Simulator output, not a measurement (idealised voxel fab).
voxel capacitor over wiring: a process module
The width of the displayed cross-section, cut, is 190 nm; its cells are square, with a size of 5 nm.
Notation: cross-section as square-cell grid; stated in bands, top first, going down; one or more cell rows per band. What a band's entry tells you: where the top is and where the bottom is, as heights in nm, and after that what lies inside, material by material from left to right, each with its width in nm. Empty space is written as the word "air", and a single material marked with the word "full width" occupies the band from edge to edge. The reference from which all heights are counted is 0, the level beneath which the as-received wafer is entirely one material; the lowest band, having no lower bound, proceeds downward and is written after the example "0..down". Width spec "30..40" -> top row of cells at first value, bottom row at second value, equal per-row change in between. "remained the same" means the step left every cell of the cross-section as it was. Closed-off voids of 8+ cells (no open route to the top) go in "Catalogued sealed voids", written width x height at distance from the left edge, in nm. Text after the settings on a step's line: the simulator's own remark on that step. overlay nm: for a step with a mask, the amount by which the mask lay right of where it was planned; a negative amount means left of it.

# Process steps (planned)
1,RECEIVE | material Si
2,CONFORMAL_DEP | material SiO2 | thk nm 10
3,DIRECTIONAL_DEP | material TiN | thk nm 5
4,DIRECTIONAL_DEP | material Ru | thk nm 25
5,PATTERN | tone cover | mask id METAL_1 | material resist | width nm 20 | pitch nm 75 | thk nm 15 | overlay nm 0
6,DIRECTIONAL_ETCH | etch materials Ru | depth nm 25
7,DIRECTIONAL_ETCH | etch materials TiN | depth nm 5
8,STRIP | etch materials resist
9,FILL_DEP | material SiO2 | thk nm 10
10,CMP | height nm 40
11,CONFORMAL_DEP | material SiCN | thk nm 5
12,DIRECTIONAL_DEP | material SiO2 | thk nm 10
13,PATTERN | tone open | mask id PLUG_1 | material resist | width nm 15 | thk nm 20 | overlay nm 0
14,DIRECTIONAL_ETCH | etch materials SiO2 | depth nm 10
15,DIRECTIONAL_ETCH | etch materials SiCN | depth nm 5
16,STRIP | etch materials resist
17,EPI | material Ru | thk nm 10
18,EPI | material Ru | thk nm 5
19,DIRECTIONAL_DEP | material TiN | thk nm 10
20,DIRECTIONAL_DEP | material HfO2 | thk nm 5
21,DIRECTIONAL_DEP | material TiN | thk nm 10
22,PATTERN | tone cover | mask id UPPER_PLATE | material resist | width nm 60 | thk nm 20 | overlay nm 0
23,DIRECTIONAL_ETCH | etch materials TiN | depth nm 10
24,DIRECTIONAL_ETCH | etch materials HfO2 | depth nm 5
25,STRIP | etch materials resist
26,DIRECTIONAL_DEP | material aC | thk nm 10
27,PATTERN | tone cover | mask id LOWER_PLATE | material resist | width nm 70 | thk nm 30 | overlay nm 0
28,DIRECTIONAL_ETCH | etch materials aC | depth nm 10
29,STRIP | etch materials resist
30,DIRECTIONAL_ETCH | etch materials TiN | depth nm 10
31,STRIP | etch materials aC
32,FILL_DEP | material SiO2 | thk nm 15
33,CMP | height nm 90
34,MASKED_ETCH | tone open | mask id PLUG_2 | width nm 15 | etch materials SiO2 | depth nm 10 | overlay nm 0
35,CONFORMAL_DEP | material TiN | thk nm 5
36,FILL_DEP | material W | thk nm 5
37,CMP | height nm 90
38,CONFORMAL_DEP | material SiCN | thk nm 5

# Cross-sectional view of the wafer in its as-received condition, corresponding to the state after step 1
> 0..down = Si full width
> Catalogued sealed voids: none

# The module was run from the start shown above using the plan shown above, but one mistake was made doing it; the resulting wafer cross-section is below
> 95..90 = SiCN full width
> 90..85 = 60 SiO2, then 5 TiN, then 5 W, then 5 TiN, then 115 SiO2
> 85..80 = 60 SiO2, then 15 TiN, then 115 SiO2
> 80..70 = 65 SiO2, then 45 TiN, then 80 SiO2
> 70..65 = 50 SiO2, then 15 TiN, then 45 HfO2, then 80 SiO2
> 65..60 = 45 SiO2, then 70 TiN, then 75 SiO2
> 60..55 = 45 SiO2, then 5 TiN, then 15 HfO2, then 50 TiN, then 75 SiO2
> 55..45 = 50 SiO2, then 15 TiN, then 125 SiO2
> 45..40 = SiO2 full width
> 40..15 = 45 SiO2, then 20 Ru, then 55 SiO2, then 20 Ru, then 50 SiO2
> 15..10 = 45 SiO2, then 20 TiN, then 55 SiO2, then 20 TiN, then 50 SiO2
> 10..0 = SiO2 full width
> 0..down = Si full width
> Catalogued sealed voids: none
What was done differently from what was planned? step 11 was run on a setting that differed from the plan, and what really ran there is CONFORMAL_DEP | material SiO2 | thk nm 5
